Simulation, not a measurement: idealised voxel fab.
Presented below is a process module, voxel transistor to metal.
This is section cut - it's 290 nm across, gridded in 5 nm square cells.
Each cross-section below is a grid of square cells, stated as bands in top-down order, with one or more rows of cells making up each band. First you get the band's top height and its bottom height, in nm, and then the materials it's made of, left to right, with each width in nm. If you see a single material with "edge to edge", that one covers the band edge to edge. "blank" is empty space. Height 0 is the level under which the wafer as received is all one material. The lowest band goes on downwards, as in "top 0, no bottom". A width given as "30..40" starts at the first number in the band's top row and ends at the second number in its bottom row, shifting by an equal amount at every step from row to row. When a step is marked "no alterations made", none of the cells in the cross-section changed during that step. This entry, "Enclosed void entries", enumerates those empty regions of no fewer than 8 cells that possess no open connection to the top. Each region is reported in the form width x height at distance, the distance being taken from the left edge, with all three quantities expressed in nm. Post-settings text on a step line: simulator's own remark regarding the step. If you see "overlay nm" on a step's line and that step has a mask, it's telling you how far right of where it was planned the mask ended up; a negative number means it went left instead.

## Process steps foreseen in the plan
1. RECEIVE | material Si
2. OXIDIZE | depth nm 5
3. CONFORMAL_DEP | material SiN | thk nm 10
4. DIRECTIONAL_DEP | material aC | thk nm 10
5. PATTERN | tone cover | mask id ACTIVE | material resist | width nm 100 | pitch nm 125 | thk nm 30 | overlay nm 0
6. DIRECTIONAL_ETCH | etch materials aC | depth nm 10
7. STRIP | etch materials resist
8. DIRECTIONAL_ETCH | etch materials SiN | depth nm 10
9. DIRECTIONAL_ETCH | etch materials SiO2 | depth nm 5
10. DIRECTIONAL_ETCH | etch materials Si | depth nm 20
11. STRIP | etch materials aC
12. OXIDIZE | depth nm 5
13. FILL_DEP | material SiO2 | thk nm 5
14. CMP | height nm 10
15. SELECTIVE_ETCH | etch materials SiO2 | depth nm 5
16. STRIP | etch materials SiN
17. SELECTIVE_ETCH | etch materials SiO2 | depth nm 5
18. OXIDIZE | depth nm 5
19. DIRECTIONAL_DEP | material polySi | thk nm 30
20. DIRECTIONAL_DEP | material SiCN | thk nm 10
21. MASKED_ETCH | tone cover | mask id GATE | width nm 30 | pitch nm 125 | etch materials SiCN | depth nm 20 | overlay nm 0
22. MASKED_ETCH | tone cover | mask id GATE | width nm 30 | pitch nm 125 | etch materials polySi | depth nm 40 | overlay nm 0
23. CONFORMAL_DEP | material SiN | thk nm 5
24. DIRECTIONAL_ETCH | etch materials SiN | depth nm 5
25. DIRECTIONAL_ETCH | etch materials SiO2 | depth nm 5
26. DIRECTIONAL_ETCH | etch materials Si | depth nm 10
27. EPI | material SiGe | thk nm 10
28. FILL_DEP | material SiO2 | thk nm 5
29. CMP | height nm 25
30. STRIP | etch materials polySi
31. SELECTIVE_ETCH | etch materials SiO2 | depth nm 5
32. CONFORMAL_DEP | material HfO2 | thk nm 5
33. CONFORMAL_DEP | material TiN | thk nm 5
34. FILL_DEP | material W | thk nm 5
35. CMP | height nm 20
36. DIRECTIONAL_DEP | material SiO2 | thk nm 10
37. DIRECTIONAL_DEP | material aC | thk nm 15
38. PATTERN | tone open | mask id CONTACT | material resist | width nm 15 | thk nm 30 | overlay nm 0
39. DIRECTIONAL_ETCH | etch materials aC | depth nm 15
40. STRIP | etch materials resist
41. DIRECTIONAL_ETCH | etch materials SiO2 | depth nm 40
42. STRIP | etch materials aC
43. CONFORMAL_DEP | material TiN | thk nm 5
44. FILL_DEP | material Ru | thk nm 5
45. CMP | height nm 30
46. CONFORMAL_DEP | material SiN | thk nm 5
47. DIRECTIONAL_DEP | material lowk | thk nm 25
48. PATTERN | tone open | mask id METAL_1 | material resist | width nm 15 | thk nm 20 | overlay nm 0
49. DIRECTIONAL_ETCH | etch materials lowk | depth nm 25
50. DIRECTIONAL_ETCH | etch materials SiN | depth nm 5
51. STRIP | etch materials resist
52. CONFORMAL_DEP | material TiN | thk nm 5
53. FILL_DEP | material Cu | thk nm 5
54. CMP | height nm 60
55. CONFORMAL_DEP | material SiN | thk nm 5

## The cross-section here shows the wafer as received, i.e. in its state after step 1
    top 0, no bottom | Si edge to edge
    Enclosed void entries: none

## The first of two wafers, cross-sectioned at the end of the module, with the run proceeding as planned
    top 65, bottom 60 | SiN edge to edge
    top 60, bottom 35 | lowk 35 nm  TiN 5 nm  Cu 5 nm  TiN 5 nm  lowk 60 nm  TiN 5 nm  Cu 5 nm  TiN 5 nm  lowk 35 nm  TiN 5 nm  Cu 5 nm  TiN 5 nm  lowk 60 nm  TiN 5 nm  Cu 5 nm  TiN 5 nm  lowk 40 nm
    top 35, bottom 30 | SiN 35 nm  TiN 15 nm  SiN 60 nm  TiN 15 nm  SiN 35 nm  TiN 15 nm  SiN 60 nm  TiN 15 nm  SiN 40 nm
    top 30, bottom 20 | SiO2 35 nm  TiN 5 nm  Ru 5 nm  TiN 5 nm  SiO2 60 nm  TiN 5 nm  Ru 5 nm  TiN 5 nm  SiO2 35 nm  TiN 5 nm  Ru 5 nm  TiN 5 nm  SiO2 60 nm  TiN 5 nm  Ru 5 nm  TiN 5 nm  SiO2 40 nm
    top 20, bottom 0 | SiO2 35 nm  TiN 5 nm  Ru 5 nm  TiN 5 nm  SiO2 10 nm  SiN 5 nm  HfO2 5 nm  TiN 5 nm  W 10 nm  TiN 5 nm  HfO2 5 nm  SiN 5 nm  SiO2 10 nm  TiN 5 nm  Ru 5 nm  TiN 5 nm  SiO2 35 nm  TiN 5 nm  Ru 5 nm  TiN 5 nm  SiO2 10 nm  SiN 5 nm  HfO2 5 nm  TiN 5 nm  W 10 nm  TiN 5 nm  HfO2 5 nm  SiN 5 nm  SiO2 10 nm  TiN 5 nm  Ru 5 nm  TiN 5 nm  SiO2 40 nm
    top 0, bottom -5 | SiO2 25 nm  SiN 5 nm  SiO2 5 nm  TiN 5 nm  Ru 5 nm  TiN 5 nm  SiGe 10 nm  SiN 5 nm  HfO2 5 nm  TiN 20 nm  HfO2 5 nm  SiN 5 nm  SiGe 10 nm  TiN 5 nm  Ru 5 nm  TiN 5 nm  SiO2 5 nm  SiN 5 nm  SiO2 15 nm  SiN 5 nm  SiO2 5 nm  TiN 5 nm  Ru 5 nm  TiN 5 nm  SiGe 10 nm  SiN 5 nm  HfO2 5 nm  TiN 20 nm  HfO2 5 nm  SiN 5 nm  SiGe 10 nm  TiN 5 nm  Ru 5 nm  TiN 5 nm  SiO2 5 nm  SiN 5 nm  SiO2 30 nm
    top -5, bottom -10 | SiO2 35 nm  TiN 15 nm  SiGe 10 nm  HfO2 40 nm  SiGe 10 nm  TiN 15 nm  SiO2 35 nm  TiN 15 nm  SiGe 10 nm  HfO2 40 nm  SiGe 10 nm  TiN 15 nm  SiO2 40 nm
    top -10, bottom -20 | SiO2 35 nm  SiGe 25 nm  Si 40 nm  SiGe 25 nm  SiO2 35 nm  SiGe 25 nm  Si 40 nm  SiGe 25 nm  SiO2 40 nm
    top -20, bottom -30 | SiO2 35 nm  Si 90 nm  SiO2 35 nm  Si 90 nm  SiO2 40 nm
    top -30, no bottom | Si edge to edge
    Enclosed void entries: none

## End of module, second wafer, cross-section. Started like the first, planned like the first, run with one mistake
    top 65, bottom 60 | SiN edge to edge
    top 60, bottom 35 | lowk 35 nm  TiN 5 nm  Cu 5 nm  TiN 5 nm  lowk 60 nm  TiN 5 nm  Cu 5 nm  TiN 5 nm  lowk 35 nm  TiN 5 nm  Cu 5 nm  TiN 5 nm  lowk 60 nm  TiN 5 nm  Cu 5 nm  TiN 5 nm  lowk 40 nm
    top 35, bottom 30 | SiN 35 nm  TiN 15 nm  SiN 60 nm  TiN 15 nm  SiN 35 nm  TiN 15 nm  SiN 60 nm  TiN 15 nm  SiN 40 nm
    top 30, bottom 20 | SiO2 35 nm  TiN 5 nm  Ru 5 nm  TiN 5 nm  SiO2 60 nm  TiN 5 nm  Ru 5 nm  TiN 5 nm  SiO2 35 nm  TiN 5 nm  Ru 5 nm  TiN 5 nm  SiO2 60 nm  TiN 5 nm  Ru 5 nm  TiN 5 nm  SiO2 40 nm
    top 20, bottom 0 | SiO2 35 nm  TiN 5 nm  Ru 5 nm  TiN 5 nm  SiO2 10 nm  SiN 5 nm  HfO2 5 nm  TiN 5 nm  W 10 nm  TiN 5 nm  HfO2 5 nm  SiN 5 nm  SiO2 10 nm  TiN 5 nm  Ru 5 nm  TiN 5 nm  SiO2 35 nm  TiN 5 nm  Ru 5 nm  TiN 5 nm  SiO2 10 nm  SiN 5 nm  HfO2 5 nm  TiN 5 nm  W 10 nm  TiN 5 nm  HfO2 5 nm  SiN 5 nm  SiO2 10 nm  TiN 5 nm  Ru 5 nm  TiN 5 nm  SiO2 40 nm
    top 0, bottom -5 | SiO2 25 nm  SiN 5 nm  SiO2 5 nm  TiN 5 nm  Ru 5 nm  TiN 5 nm  SiGe 10 nm  SiN 5 nm  HfO2 5 nm  TiN 20 nm  HfO2 5 nm  SiN 5 nm  SiGe 10 nm  TiN 5 nm  Ru 5 nm  TiN 5 nm  SiO2 5 nm  SiN 5 nm  SiO2 15 nm  SiN 5 nm  SiO2 5 nm  TiN 5 nm  Ru 5 nm  TiN 5 nm  SiGe 10 nm  SiN 5 nm  HfO2 5 nm  TiN 20 nm  HfO2 5 nm  SiN 5 nm  SiGe 10 nm  TiN 5 nm  Ru 5 nm  TiN 5 nm  SiO2 5 nm  SiN 5 nm  SiO2 30 nm
    top -5, bottom -10 | SiO2 35 nm  TiN 15 nm  SiGe 10 nm  HfO2 40 nm  SiGe 10 nm  TiN 15 nm  SiO2 35 nm  TiN 15 nm  SiGe 10 nm  HfO2 40 nm  SiGe 10 nm  TiN 15 nm  SiO2 40 nm
    top -10, bottom -20 | SiO2 35 nm  SiGe 25 nm  Si 40 nm  SiGe 25 nm  SiO2 35 nm  SiGe 25 nm  Si 40 nm  SiGe 25 nm  SiO2 40 nm
    top -20, bottom -50 | SiO2 35 nm  Si 90 nm  SiO2 35 nm  Si 90 nm  SiO2 40 nm
    top -50, no bottom | Si edge to edge
    Enclosed void entries: none
In executing the process, a mistake was made relative to the plan: step 10, plan: ran twice
At the finish, the second wafer shows more or fewer cells for some materials than the first does: -88 Si, +88 SiO2
